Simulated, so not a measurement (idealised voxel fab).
Herein follows the process module entitled voxel transistor to metal.
Xsec cut, 195 nm wide, square cell size 5 nm.
Throughout this document, each cross-section is represented as a grid of square cells and is presented as a sequence of bands enumerated from the top downward, where a band comprises one or more rows of cells. Quick guide to a band line: top height, bottom height (nm) up front; then every material left to right with its width in nm. Only one material and it's marked "throughout"? Then it fills the band edge to edge. And "empty" just means empty space. Height reference: 0 = level under which incoming wafer is all one material. Lowest band: no bottom, runs on downward, e.g. "0..down". You'd read "30->40" like this: the band's top row of cells is as wide as the first number, its bottom row is as wide as the second, and going down, every row changes width by the same amount as the row before did. For the purposes of this document, the phrase "nothing altered" attached to a step denotes that no cell within the cross-section was modified by that step. "Encapsulated voids" - sealed voids, min. 8 cells, no opening to top; format: width x height at distance (distance from left edge; nm throughout). after a step's settings: what the simulator itself notes on the step. The "overlay nm" setting may appear on a step's line; for a step that uses a mask, it gives how far to the right of its planned position the mask lay, and a negative value indicates the left. If you're wondering how to read the rest of this, here's the deal. It's pairs of cross-sections: one from before a process step, one from after it. The after one is only drawn as far down as the lowest band that changed. Right under each pair you'll see which step sits between them and what its settings were. Don't read the pairs as one continuous story, though. They can come from different runs of this module on the same starting wafer, and a pair only carries on from the one above it where its entry headed "State before step" says so.

# State before step
  110..95 | resist (50) | empty (15) | resist (65) | empty (15) | resist (50)
  95..60 | SiO2 (50) | empty (15) | SiO2 (65) | empty (15) | SiO2 (50)
  60..55 | SiCN (50) | empty (15) | SiCN (65) | empty (15) | SiCN (50)
  55..35 | lowk (50) | Ru (15) | lowk (65) | Ru (15) | lowk (50)
  35..30 | lowk (50) | TiN (15) | lowk (65) | TiN (15) | lowk (50)
  30..20 | SiO2 (50) | TiN (5) | W (5) | TiN (5) | SiO2 (65) | TiN (5) | W (5) | TiN (5) | SiO2 (50)
  20..5 | SiO2 (50) | TiN (5) | W (5) | TiN (5) | SiO2 (5) | SiN (5) | TiN (5) | HfO2 (5) | W (25) | HfO2 (5) | TiN (5) | SiN (5) | SiO2 (5) | TiN (5) | W (5) | TiN (5) | SiO2 (50)
  5..0 | SiO2 (50) | TiN (15) | SiO2 (5) | SiN (5) | TiN (5) | HfO2 (5) | W (25) | HfO2 (5) | TiN (5) | SiN (5) | SiO2 (5) | TiN (15) | SiO2 (50)
  0..-5 | SiO2 (50) | TiN (10) | nSi (10) | SiN (5) | TiN (5) | HfO2 (35) | TiN (5) | SiN (5) | nSi (10) | TiN (10) | SiO2 (50)
  -5..-10 | SiO2 (45) | nSi (25) | SiO2 (5) | TiN (45) | SiO2 (5) | nSi (25) | SiO2 (45)
  -10..-15 | SiO2 (50) | nSi (20) | Si (55) | nSi (20) | SiO2 (50)
  -15..-45 | SiO2 (50) | Si (95) | SiO2 (50)
  -45..down | Si throughout
  Encapsulated voids: none

# Result of Step
  95..60 | SiO2 (50) | empty (15) | SiO2 (65) | empty (15) | SiO2 (50)
  Below a height of 60, the structure has not been altered.
  Encapsulated voids: none
The cross-sections above show the structure before and after this step: STRIP: etch materials resist

State before step: nothing new to draw here, it's the after view of the pair just above.

# Result of Step
  100..95 | TiN (55) | empty (5) | TiN (75) | empty (5) | TiN (55)
  95..60 | SiO2 (50) | TiN (5) | empty (5) | TiN (5) | SiO2 (65) | TiN (5) | empty (5) | TiN (5) | SiO2 (50)
  60..55 | SiCN (50) | TiN (15) | SiCN (65) | TiN (15) | SiCN (50)
  Below a height of 55, the structure has not been altered.
  Encapsulated voids: none
The cross-sections above show the structure before and after this step: CONFORMAL_DEP: material TiN, thk nm 5

State before step: nothing new to draw here, it's the after view of the pair just above.

# Result of Step
  110..100 | Cu throughout
  100..95 | TiN (55) | Cu (5) | TiN (75) | Cu (5) | TiN (55)
  95..60 | SiO2 (50) | TiN (5) | Cu (5) | TiN (5) | SiO2 (65) | TiN (5) | Cu (5) | TiN (5) | SiO2 (50)
  Below a height of 60, the structure has not been altered.
  Encapsulated voids: none
The cross-sections above show the structure before and after this step: FILL_DEP: material Cu, thk nm 10

State before step: nothing new to draw here, it's the after view of the pair just above.

# Result of Step
  95..60 | SiO2 (50) | TiN (5) | Cu (5) | TiN (5) | SiO2 (65) | TiN (5) | Cu (5) | TiN (5) | SiO2 (50)
  Below a height of 60, the structure has not been altered.
  Encapsulated voids: none
The cross-sections above show the structure before and after this step: CMP: height nm 95

State before step: nothing new to draw here, it's the after view of the pair just above.

# Result of Step
  100..95 | SiCN throughout
  Below a height of 95, the structure has not been altered.
  Encapsulated voids: none
The cross-sections above show the structure before and after this step: CONFORMAL_DEP: material SiCN, thk nm 5

# State before step
  30..20 | SiO2 (50) | TiN (5) | W (5) | TiN (5) | SiO2 (65) | TiN (5) | W (5) | TiN (5) | SiO2 (50)
  20..5 | SiO2 (50) | TiN (5) | W (5) | TiN (5) | SiO2 (5) | SiN (5) | HfO2 (5) | TiN (5) | W (25) | TiN (5) | HfO2 (5) | SiN (5) | SiO2 (5) | TiN (5) | W (5) | TiN (5) | SiO2 (50)
  5..0 | SiO2 (50) | TiN (15) | SiO2 (5) | SiN (5) | HfO2 (5) | TiN (5) | W (25) | TiN (5) | HfO2 (5) | SiN (5) | SiO2 (5) | TiN (15) | SiO2 (50)
  0..-5 | SiO2 (50) | TiN (10) | nSi (10) | SiN (5) | HfO2 (5) | TiN (35) | HfO2 (5) | SiN (5) | nSi (10) | TiN (10) | SiO2 (50)
  -5..-10 | SiO2 (45) | nSi (25) | SiO2 (5) | HfO2 (45) | SiO2 (5) | nSi (25) | SiO2 (45)
  -10..-15 | SiO2 (50) | nSi (20) | Si (55) | nSi (20) | SiO2 (50)
  -15..-45 | SiO2 (50) | Si (95) | SiO2 (50)
  -45..down | Si throughout
  Encapsulated voids: none

# Result of Step
  45..30 | TiN throughout
  Below a height of 30, the structure has not been altered.
  Encapsulated voids: none
The cross-sections above show the structure before and after this step: DIRECTIONAL_DEP: material TiN, thk nm 15

State before step: nothing new to draw here, it's the after view of the pair just above.

# Result of Step
  65..45 | Ru throughout
  Below a height of 45, the structure has not been altered.
  Encapsulated voids: none
The cross-sections above show the structure before and after this step: DIRECTIONAL_DEP: material Ru, thk nm 20

State before step: nothing new to draw here, it's the after view of the pair just above.

# Result of Step
  80..65 | empty (50) | resist (15) | empty (65) | resist (15) | empty (50)
  Below a height of 65, the structure has not been altered.
  Encapsulated voids: none
The cross-sections above show the structure before and after this step: PATTERN: tone cover, mask id METAL_1, material resist, width nm 15, pitch nm 80, thk nm 15, overlay nm 0

State before step: nothing new to draw here, it's the after view of the pair just above.

# Result of Step
  80..65 | empty (50) | resist (15) | empty (65) | resist (15) | empty (50)
  65..45 | empty (50) | Ru (15) | empty (65) | Ru (15) | empty (50)
  Below a height of 45, the structure has not been altered.
  Encapsulated voids: none
The cross-sections above show the structure before and after this step: DIRECTIONAL_ETCH: etch materials Ru, depth nm 20

State before step: nothing new to draw here, it's the after view of the pair just above.

# Result of Step
  80..65 | empty (50) | resist (15) | empty (65) | resist (15) | empty (50)
  65..45 | empty (50) | Ru (15) | empty (65) | Ru (15) | empty (50)
  45..40 | empty (50) | TiN (15) | empty (65) | TiN (15) | empty (50)
  Below a height of 40, the structure has not been altered.
  Encapsulated voids: none
The cross-sections above show the structure before and after this step: DIRECTIONAL_ETCH: etch materials TiN, depth nm 5

State before step: nothing new to draw here, it's the after view of the pair just above.

# Result of Step
  65..45 | empty (50) | Ru (15) | empty (65) | Ru (15) | empty (50)
  Below a height of 45, the structure has not been altered.
  Encapsulated voids: none
The cross-sections above show the structure before and after this step: STRIP: etch materials resist

State before step: nothing new to draw here, it's the after view of the pair just above.

# Result of Step
  70..65 | lowk throughout
  65..45 | lowk (50) | Ru (15) | lowk (65) | Ru (15) | lowk (50)
  45..40 | lowk (50) | TiN (15) | lowk (65) | TiN (15) | lowk (50)
  Below a height of 40, the structure has not been altered.
  Encapsulated voids: none
The cross-sections above show the structure before and after this step: FILL_DEP: material lowk, thk nm 5

State before step: nothing new to draw here, it's the after view of the pair just above.

# Result of Step
  55..45 | lowk (50) | Ru (15) | lowk (65) | Ru (15) | lowk (50)
  Below a height of 45, the structure has not been altered.
  Encapsulated voids: none
The cross-sections above show the structure before and after this step: CMP: height nm 55

State before step: nothing new to draw here, it's the after view of the pair just above.

# Result of Step
  60..55 | SiCN throughout
  Below a height of 55, the structure has not been altered.
  Encapsulated voids: none
The cross-sections above show the structure before and after this step: CONFORMAL_DEP: material SiCN, thk nm 5

State before step: nothing new to draw here, it's the after view of the pair just above.

# Result of Step
  95..60 | SiO2 throughout
  Below a height of 60, the structure has not been altered.
  Encapsulated voids: none
The cross-sections above show the structure before and after this step: DIRECTIONAL_DEP: material SiO2, thk nm 35

State before step: nothing new to draw here, it's the after view of the pair just above.

# Result of Step
  110..95 | resist (50) | empty (15) | resist (65) | empty (15) | resist (50)
  Below a height of 95, the structure has not been altered.
  Encapsulated voids: none
The cross-sections above show the structure before and after this step: PATTERN: tone open, mask id METAL_2, material resist, width nm 15, pitch nm 80, thk nm 15, overlay nm 0

State before step: nothing new to draw here, it's the after view of the pair just above.

# Result of Step
  110..95 | resist (50) | empty (15) | resist (65) | empty (15) | resist (50)
  95..75 | SiO2 (50) | empty (15) | SiO2 (65) | empty (15) | SiO2 (50)
  Below a height of 75, the structure has not been altered.
  Encapsulated voids: none
The cross-sections above show the structure before and after this step: DIRECTIONAL_ETCH: etch materials SiO2, depth nm 20

State before step: nothing new to draw here, it's the after view of the pair just above.

# Result of Step
  95..75 | SiO2 (50) | empty (15) | SiO2 (65) | empty (15) | SiO2 (50)
  Below a height of 75, the structure has not been altered.
  Encapsulated voids: none
The cross-sections above show the structure before and after this step: STRIP: etch materials resist

State before step: nothing new to draw here, it's the after view of the pair just above.

# Result of Step
  110..95 | resist (50) | empty (15) | resist (65) | empty (15) | resist (50)
  Below a height of 95, the structure has not been altered.
  Encapsulated voids: none
The cross-sections above show the structure before and after this step: PATTERN: tone open, mask id METAL_2_HOLES, material resist, width nm 15, pitch nm 80, thk nm 15, overlay nm 0

State before step: nothing new to draw here, it's the after view of the pair just above.

# Result of Step
  110..95 | resist (50) | empty (15) | resist (65) | empty (15) | resist (50)
  95..60 | SiO2 (50) | empty (15) | SiO2 (65) | empty (15) | SiO2 (50)
  Below a height of 60, the structure has not been altered.
  Encapsulated voids: none
The cross-sections above show the structure before and after this step: DIRECTIONAL_ETCH: etch materials SiO2, depth nm 15

State before step: nothing new to draw here, it's the after view of the pair just above.

# Result of Step
  110..95 | resist (50) | empty (15) | resist (65) | empty (15) | resist (50)
  95..60 | SiO2 (50) | empty (15) | SiO2 (65) | empty (15) | SiO2 (50)
  60..55 | SiCN (50) | empty (15) | SiCN (65) | empty (15) | SiCN (50)
  Below a height of 55, the structure has not been altered.
  Encapsulated voids: none
The cross-sections above show the structure before and after this step: DIRECTIONAL_ETCH: etch materials SiCN, depth nm 5

State before step: nothing new to draw here, it's the after view of the pair just above.

# Result of Step
  95..60 | SiO2 (50) | empty (15) | SiO2 (65) | empty (15) | SiO2 (50)
  Below a height of 60, the structure has not been altered.
  Encapsulated voids: none
The cross-sections above show the structure before and after this step: STRIP: etch materials resist

State before step: nothing new to draw here, it's the after view of the pair just above.

# Result of Step
  100..95 | TiN (55) | empty (5) | TiN (75) | empty (5) | TiN (55)
  95..60 | SiO2 (50) | TiN (5) | empty (5) | TiN (5) | SiO2 (65) | TiN (5) | empty (5) | TiN (5) | SiO2 (50)
  60..55 | SiCN (50) | TiN (15) | SiCN (65) | TiN (15) | SiCN (50)
  Below a height of 55, the structure has not been altered.
  Encapsulated voids: none
The cross-sections above show the structure before and after this step: CONFORMAL_DEP: material TiN, thk nm 5

State before step: nothing new to draw here, it's the after view of the pair just above.

# Result of Step
  110..100 | Cu throughout
  100..95 | TiN (55) | Cu (5) | TiN (75) | Cu (5) | TiN (55)
  95..60 | SiO2 (50) | TiN (5) | Cu (5) | TiN (5) | SiO2 (65) | TiN (5) | Cu (5) | TiN (5) | SiO2 (50)
  Below a height of 60, the structure has not been altered.
  Encapsulated voids: none
The cross-sections above show the structure before and after this step: FILL_DEP: material Cu, thk nm 10

State before step: nothing new to draw here, it's the after view of the pair just above.

# Result of Step
  95..60 | SiO2 (50) | TiN (5) | Cu (5) | TiN (5) | SiO2 (65) | TiN (5) | Cu (5) | TiN (5) | SiO2 (50)
  Below a height of 60, the structure has not been altered.
  Encapsulated voids: none
The cross-sections above show the structure before and after this step: CMP: height nm 95

State before step: nothing new to draw here, it's the after view of the pair just above.

# Result of Step
  100..95 | SiCN throughout
  Below a height of 95, the structure has not been altered.
  Encapsulated voids: none
The cross-sections above show the structure before and after this step: CONFORMAL_DEP: material SiCN, thk nm 5

# State before step
  95..75 | SiO2 (50) | empty (15) | SiO2 (65) | empty (15) | SiO2 (50)
  75..60 | SiO2 throughout
  60..55 | SiCN throughout
  55..35 | lowk (50) | Ru (15) | lowk (65) | Ru (15) | lowk (50)
  35..30 | lowk (50) | TiN (15) | lowk (65) | TiN (15) | lowk (50)
  30..20 | SiO2 (50) | TiN (5) | W (5) | TiN (5) | SiO2 (65) | TiN (5) | W (5) | TiN (5) | SiO2 (50)
  20..5 | SiO2 (50) | TiN (5) | W (5) | TiN (5) | SiO2 (5) | SiN (5) | HfO2 (5) | TiN (5) | W (25) | TiN (5) | HfO2 (5) | SiN (5) | SiO2 (5) | TiN (5) | W (5) | TiN (5) | SiO2 (50)
  5..0 | SiO2 (50) | TiN (15) | SiO2 (5) | SiN (5) | HfO2 (5) | TiN (5) | W (25) | TiN (5) | HfO2 (5) | SiN (5) | SiO2 (5) | TiN (15) | SiO2 (50)
  0..-5 | SiO2 (50) | TiN (10) | nSi (10) | SiN (5) | HfO2 (5) | TiN (35) | HfO2 (5) | SiN (5) | nSi (10) | TiN (10) | SiO2 (50)
  -5..-10 | SiO2 (45) | nSi (25) | SiO2 (5) | HfO2 (45) | SiO2 (5) | nSi (25) | SiO2 (45)
  -10..-15 | SiO2 (50) | nSi (20) | Si (55) | nSi (20) | SiO2 (50)
  -15..-45 | SiO2 (50) | Si (95) | SiO2 (50)
  -45..down | Si throughout
  Encapsulated voids: none

# Result of Step
  110..95 | resist (45) | empty (25) | resist (55) | empty (25) | resist (45)
  Below a height of 95, the structure has not been altered.
  Encapsulated voids: none
The cross-sections above show the structure before and after this step: PATTERN: tone open, mask id METAL_2_HOLES, material resist, width nm 25, pitch nm 80, thk nm 15, overlay nm 0

State before step: nothing new to draw here, it's the after view of the pair just above.

# Result of Step
  110..95 | resist (45) | empty (25) | resist (55) | empty (25) | resist (45)
  95..80 | SiO2 (45) | empty (25) | SiO2 (55) | empty (25) | SiO2 (45)
  80..60 | SiO2 (50) | empty (15) | SiO2 (65) | empty (15) | SiO2 (50)
  Below a height of 60, the structure has not been altered.
  Encapsulated voids: none
The cross-sections above show the structure before and after this step: DIRECTIONAL_ETCH: etch materials SiO2, depth nm 15

State before step: nothing new to draw here, it's the after view of the pair just above.

# Result of Step
  110..95 | resist (45) | empty (25) | resist (55) | empty (25) | resist (45)
  95..80 | SiO2 (45) | empty (25) | SiO2 (55) | empty (25) | SiO2 (45)
  80..60 | SiO2 (50) | empty (15) | SiO2 (65) | empty (15) | SiO2 (50)
  60..55 | SiCN (50) | empty (15) | SiCN (65) | empty (15) | SiCN (50)
  Below a height of 55, the structure has not been altered.
  Encapsulated voids: none
The cross-sections above show the structure before and after this step: DIRECTIONAL_ETCH: etch materials SiCN, depth nm 5

State before step: nothing new to draw here, it's the after view of the pair just above.

# Result of Step
  95..80 | SiO2 (45) | empty (25) | SiO2 (55) | empty (25) | SiO2 (45)
  Below a height of 80, the structure has not been altered.
  Encapsulated voids: none
The cross-sections above show the structure before and after this step: STRIP: etch materials resist

State before step: nothing new to draw here, it's the after view of the pair just above.

# Result of Step
  100..95 | TiN (50) | empty (15) | TiN (65) | empty (15) | TiN (50)
  95..85 | SiO2 (45) | TiN (5) | empty (15) | TiN (5) | SiO2 (55) | TiN (5) | empty (15) | TiN (5) | SiO2 (45)
  85..80 | SiO2 (45) | TiN (10) | empty (5) | TiN (10) | SiO2 (55) | TiN (10) | empty (5) | TiN (10) | SiO2 (45)
  80..60 | SiO2 (50) | TiN (5) | empty (5) | TiN (5) | SiO2 (65) | TiN (5) | empty (5) | TiN (5) | SiO2 (50)
  60..55 | SiCN (50) | TiN (15) | SiCN (65) | TiN (15) | SiCN (50)
  Below a height of 55, the structure has not been altered.
  Encapsulated voids: none
The cross-sections above show the structure before and after this step: CONFORMAL_DEP: material TiN, thk nm 5

State before step: nothing new to draw here, it's the after view of the pair just above.

# Result of Step
  110..100 | Cu throughout
  100..95 | TiN (50) | Cu (15) | TiN (65) | Cu (15) | TiN (50)
  95..85 | SiO2 (45) | TiN (5) | Cu (15) | TiN (5) | SiO2 (55) | TiN (5) | Cu (15) | TiN (5) | SiO2 (45)
  85..80 | SiO2 (45) | TiN (10) | Cu (5) | TiN (10) | SiO2 (55) | TiN (10) | Cu (5) | TiN (10) | SiO2 (45)
  80..60 | SiO2 (50) | TiN (5) | Cu (5) | TiN (5) | SiO2 (65) | TiN (5) | Cu (5) | TiN (5) | SiO2 (50)
  Below a height of 60, the structure has not been altered.
  Encapsulated voids: none
The cross-sections above show the structure before and after this step: FILL_DEP: material Cu, thk nm 10

State before step: nothing new to draw here, it's the after view of the pair just above.

# Result of Step
  95..85 | SiO2 (45) | TiN (5) | Cu (15) | TiN (5) | SiO2 (55) | TiN (5) | Cu (15) | TiN (5) | SiO2 (45)
  Below a height of 85, the structure has not been altered.
  Encapsulated voids: none
The cross-sections above show the structure before and after this step: CMP: height nm 95

State before step: nothing new to draw here, it's the after view of the pair just above.

# Result of Step
  100..95 | SiCN throughout
  Below a height of 95, the structure has not been altered.
  Encapsulated voids: none
The cross-sections above show the structure before and after this step: CONFORMAL_DEP: material SiCN, thk nm 5

# State before step
  30..20 | SiO2 throughout
  20..0 | SiO2 (70) | SiN (5) | HfO2 (5) | TiN (5) | W (25) | TiN (5) | HfO2 (5) | SiN (5) | SiO2 (70)
  0..-5 | SiO2 (60) | nSi (10) | SiN (5) | HfO2 (5) | TiN (35) | HfO2 (5) | SiN (5) | nSi (10) | SiO2 (60)
  -5..-10 | SiO2 (45) | nSi (25) | SiO2 (5) | HfO2 (45) | SiO2 (5) | nSi (25) | SiO2 (45)
  -10..-15 | SiO2 (50) | nSi (20) | Si (55) | nSi (20) | SiO2 (50)
  -15..-45 | SiO2 (50) | Si (95) | SiO2 (50)
  -45..down | Si throughout
  Encapsulated voids: none

# Result of Step
  45..30 | resist (45) | empty (15) | resist (65) | empty (15) | resist (55)
  Below a height of 30, the structure has not been altered.
  Encapsulated voids: none
The cross-sections above show the structure before and after this step: PATTERN: tone open, mask id CONTACT, material resist, width nm 15, pitch nm 80, thk nm 15, overlay nm -5

State before step: nothing new to draw here, it's the after view of the pair just above.

# Result of Step
  45..30 | resist (45) | empty (15) | resist (65) | empty (15) | resist (55)
  30..20 | SiO2 (45) | empty (15) | SiO2 (65) | empty (15) | SiO2 (55)
  20..0 | SiO2 (45) | empty (15) | SiO2 (10) | SiN (5) | HfO2 (5) | TiN (5) | W (25) | TiN (5) | HfO2 (5) | SiN (5) | empty (15) | SiO2 (55)
  0..-5 | SiO2 (45) | empty (15) | nSi (10) | SiN (5) | HfO2 (5) | TiN (35) | HfO2 (5) | SiN (5) | nSi (10) | empty (5) | SiO2 (55)
  Below a height of -5, the structure has not been altered.
  Encapsulated voids: none
The cross-sections above show the structure before and after this step: DIRECTIONAL_ETCH: etch materials SiO2, depth nm 35

State before step: nothing new to draw here, it's the after view of the pair just above.

# Result of Step
  30..20 | SiO2 (45) | empty (15) | SiO2 (65) | empty (15) | SiO2 (55)
  Below a height of 20, the structure has not been altered.
  Encapsulated voids: none
The cross-sections above show the structure before and after this step: STRIP: etch materials resist

State before step: nothing new to draw here, it's the after view of the pair just above.

# Result of Step
  35..30 | TiN (50) | empty (5) | TiN (75) | empty (5) | TiN (60)
  30..20 | SiO2 (45) | TiN (5) | empty (5) | TiN (5) | SiO2 (65) | TiN (5) | empty (5) | TiN (5) | SiO2 (55)
  20..5 | SiO2 (45) | TiN (5) | empty (5) | TiN (5) | SiO2 (10) | SiN (5) | HfO2 (5) | TiN (5) | W (25) | TiN (5) | HfO2 (5) | SiN (5) | TiN (5) | empty (5) | TiN (5) | SiO2 (55)
  5..0 | SiO2 (45) | TiN (5) | empty (5) | TiN (5) | SiO2 (10) | SiN (5) | HfO2 (5) | TiN (5) | W (25) | TiN (5) | HfO2 (5) | SiN (5) | TiN (15) | SiO2 (55)
  0..-5 | SiO2 (45) | TiN (15) | nSi (10) | SiN (5) | HfO2 (5) | TiN (35) | HfO2 (5) | SiN (5) | nSi (10) | TiN (5) | SiO2 (55)
  Below a height of -5, the structure has not been altered.
  Encapsulated voids: none
The cross-sections above show the structure before and after this step: CONFORMAL_DEP: material TiN, thk nm 5

State before step: nothing new to draw here, it's the after view of the pair just above.

# Result of Step
  45..35 | W throughout
  35..30 | TiN (50) | W (5) | TiN (75) | W (5) | TiN (60)
  30..20 | SiO2 (45) | TiN (5) | W (5) | TiN (5) | SiO2 (65) | TiN (5) | W (5) | TiN (5) | SiO2 (55)
  20..5 | SiO2 (45) | TiN (5) | W (5) | TiN (5) | SiO2 (10) | SiN (5) | HfO2 (5) | TiN (5) | W (25) | TiN (5) | HfO2 (5) | SiN (5) | TiN (5) | W (5) | TiN (5) | SiO2 (55)
  5..0 | SiO2 (45) | TiN (5) | W (5) | TiN (5) | SiO2 (10) | SiN (5) | HfO2 (5) | TiN (5) | W (25) | TiN (5) | HfO2 (5) | SiN (5) | TiN (15) | SiO2 (55)
  Below a height of 0, the structure has not been altered.
  Encapsulated voids: none
The cross-sections above show the structure before and after this step: FILL_DEP: material W, thk nm 10

State before step: nothing new to draw here, it's the after view of the pair just above.

# Result of Step
  30..20 | SiO2 (45) | TiN (5) | W (5) | TiN (5) | SiO2 (65) | TiN (5) | W (5) | TiN (5) | SiO2 (55)
  Below a height of 20, the structure has not been altered.
  Encapsulated voids: none
The cross-sections above show the structure before and after this step: CMP: height nm 30

State before step: nothing new to draw here, it's the after view of the pair just above.

# Result of Step
  35..30 | TiN throughout
  Below a height of 30, the structure has not been altered.
  Encapsulated voids: none
The cross-sections above show the structure before and after this step: DIRECTIONAL_DEP: material TiN, thk nm 5

State before step: nothing new to draw here, it's the after view of the pair just above.

# Result of Step
  55..35 | Ru throughout
  Below a height of 35, the structure has not been altered.
  Encapsulated voids: none
The cross-sections above show the structure before and after this step: DIRECTIONAL_DEP: material Ru, thk nm 20

State before step: nothing new to draw here, it's the after view of the pair just above.

# Result of Step
  70..55 | empty (50) | resist (15) | empty (65) | resist (15) | empty (50)
  Below a height of 55, the structure has not been altered.
  Encapsulated voids: none
The cross-sections above show the structure before and after this step: PATTERN: tone cover, mask id METAL_1, material resist, width nm 15, pitch nm 80, thk nm 15, overlay nm 0

State before step: nothing new to draw here, it's the after view of the pair just above.

# Result of Step
  70..55 | empty (50) | resist (15) | empty (65) | resist (15) | empty (50)
  55..35 | empty (50) | Ru (15) | empty (65) | Ru (15) | empty (50)
  Below a height of 35, the structure has not been altered.
  Encapsulated voids: none
The cross-sections above show the structure before and after this step: DIRECTIONAL_ETCH: etch materials Ru, depth nm 20

State before step: nothing new to draw here, it's the after view of the pair just above.

# Result of Step
  70..55 | empty (50) | resist (15) | empty (65) | resist (15) | empty (50)
  55..35 | empty (50) | Ru (15) | empty (65) | Ru (15) | empty (50)
  35..30 | empty (50) | TiN (15) | empty (65) | TiN (15) | empty (50)
  Below a height of 30, the structure has not been altered.
  Encapsulated voids: none
The cross-sections above show the structure before and after this step: DIRECTIONAL_ETCH: etch materials TiN, depth nm 5

State before step: nothing new to draw here, it's the after view of the pair just above.

# Result of Step
  55..35 | empty (50) | Ru (15) | empty (65) | Ru (15) | empty (50)
  Below a height of 35, the structure has not been altered.
  Encapsulated voids: none
The cross-sections above show the structure before and after this step: STRIP: etch materials resist

State before step: nothing new to draw here, it's the after view of the pair just above.

# Result of Step
  60..55 | lowk throughout
  55..35 | lowk (50) | Ru (15) | lowk (65) | Ru (15) | lowk (50)
  35..30 | lowk (50) | TiN (15) | lowk (65) | TiN (15) | lowk (50)
  Below a height of 30, the structure has not been altered.
  Encapsulated voids: none
The cross-sections above show the structure before and after this step: FILL_DEP: material lowk, thk nm 5

State before step: nothing new to draw here, it's the after view of the pair just above.

# Result of Step
  55..35 | lowk (50) | Ru (15) | lowk (65) | Ru (15) | lowk (50)
  Below a height of 35, the structure has not been altered.
  Encapsulated voids: none
The cross-sections above show the structure before and after this step: CMP: height nm 55

State before step: nothing new to draw here, it's the after view of the pair just above.

# Result of Step
  60..55 | SiCN throughout
  Below a height of 55, the structure has not been altered.
  Encapsulated voids: none
The cross-sections above show the structure before and after this step: CONFORMAL_DEP: material SiCN, thk nm 5

State before step: nothing new to draw here, it's the after view of the pair just above.

# Result of Step
  95..60 | SiO2 throughout
  Below a height of 60, the structure has not been altered.
  Encapsulated voids: none
The cross-sections above show the structure before and after this step: DIRECTIONAL_DEP: material SiO2, thk nm 35

State before step: nothing new to draw here, it's the after view of the pair just above.

# Result of Step
  110..95 | resist (50) | empty (15) | resist (65) | empty (15) | resist (50)
  Below a height of 95, the structure has not been altered.
  Encapsulated voids: none
The cross-sections above show the structure before and after this step: PATTERN: tone open, mask id METAL_2, material resist, width nm 15, pitch nm 80, thk nm 15, overlay nm 0

State before step: nothing new to draw here, it's the after view of the pair just above.

# Result of Step
  110..95 | resist (50) | empty (15) | resist (65) | empty (15) | resist (50)
  95..75 | SiO2 (50) | empty (15) | SiO2 (65) | empty (15) | SiO2 (50)
  Below a height of 75, the structure has not been altered.
  Encapsulated voids: none
The cross-sections above show the structure before and after this step: DIRECTIONAL_ETCH: etch materials SiO2, depth nm 20

State before step: nothing new to draw here, it's the after view of the pair just above.

# Result of Step
  95..75 | SiO2 (50) | empty (15) | SiO2 (65) | empty (15) | SiO2 (50)
  Below a height of 75, the structure has not been altered.
  Encapsulated voids: none
The cross-sections above show the structure before and after this step: STRIP: etch materials resist

State before step: nothing new to draw here, it's the after view of the pair just above.

# Result of Step
  110..95 | resist (50) | empty (15) | resist (65) | empty (15) | resist (50)
  Below a height of 95, the structure has not been altered.
  Encapsulated voids: none
The cross-sections above show the structure before and after this step: PATTERN: tone open, mask id METAL_2_HOLES, material resist, width nm 15, pitch nm 80, thk nm 15, overlay nm 0

State before step: nothing new to draw here, it's the after view of the pair just above.

# Result of Step
  110..95 | resist (50) | empty (15) | resist (65) | empty (15) | resist (50)
  95..60 | SiO2 (50) | empty (15) | SiO2 (65) | empty (15) | SiO2 (50)
  Below a height of 60, the structure has not been altered.
  Encapsulated voids: none
The cross-sections above show the structure before and after this step: DIRECTIONAL_ETCH: etch materials SiO2, depth nm 15

State before step: nothing new to draw here, it's the after view of the pair just above.

# Result of Step
  110..95 | resist (50) | empty (15) | resist (65) | empty (15) | resist (50)
  95..60 | SiO2 (50) | empty (15) | SiO2 (65) | empty (15) | SiO2 (50)
  60..55 | SiCN (50) | empty (15) | SiCN (65) | empty (15) | SiCN (50)
  Below a height of 55, the structure has not been altered.
  Encapsulated voids: none
The cross-sections above show the structure before and after this step: DIRECTIONAL_ETCH: etch materials SiCN, depth nm 5

State before step: nothing new to draw here, it's the after view of the pair just above.

# Result of Step
  95..60 | SiO2 (50) | empty (15) | SiO2 (65) | empty (15) | SiO2 (50)
  Below a height of 60, the structure has not been altered.
  Encapsulated voids: none
The cross-sections above show the structure before and after this step: STRIP: etch materials resist

State before step: nothing new to draw here, it's the after view of the pair just above.

# Result of Step
  100..95 | TiN (55) | empty (5) | TiN (75) | empty (5) | TiN (55)
  95..60 | SiO2 (50) | TiN (5) | empty (5) | TiN (5) | SiO2 (65) | TiN (5) | empty (5) | TiN (5) | SiO2 (50)
  60..55 | SiCN (50) | TiN (15) | SiCN (65) | TiN (15) | SiCN (50)
  Below a height of 55, the structure has not been altered.
  Encapsulated voids: none
The cross-sections above show the structure before and after this step: CONFORMAL_DEP: material TiN, thk nm 5

State before step: nothing new to draw here, it's the after view of the pair just above.

# Result of Step
  110..100 | Cu throughout
  100..95 | TiN (55) | Cu (5) | TiN (75) | Cu (5) | TiN (55)
  95..60 | SiO2 (50) | TiN (5) | Cu (5) | TiN (5) | SiO2 (65) | TiN (5) | Cu (5) | TiN (5) | SiO2 (50)
  Below a height of 60, the structure has not been altered.
  Encapsulated voids: none
The cross-sections above show the structure before and after this step: FILL_DEP: material Cu, thk nm 10

State before step: nothing new to draw here, it's the after view of the pair just above.

# Result of Step
  95..60 | SiO2 (50) | TiN (5) | Cu (5) | TiN (5) | SiO2 (65) | TiN (5) | Cu (5) | TiN (5) | SiO2 (50)
  Below a height of 60, the structure has not been altered.
  Encapsulated voids: none
The cross-sections above show the structure before and after this step: CMP: height nm 95

State before step: nothing new to draw here, it's the after view of the pair just above.

# Result of Step
  100..95 | SiCN throughout
  Below a height of 95, the structure has not been altered.
  Encapsulated voids: none
The cross-sections above show the structure before and after this step: CONFORMAL_DEP: material SiCN, thk nm 5
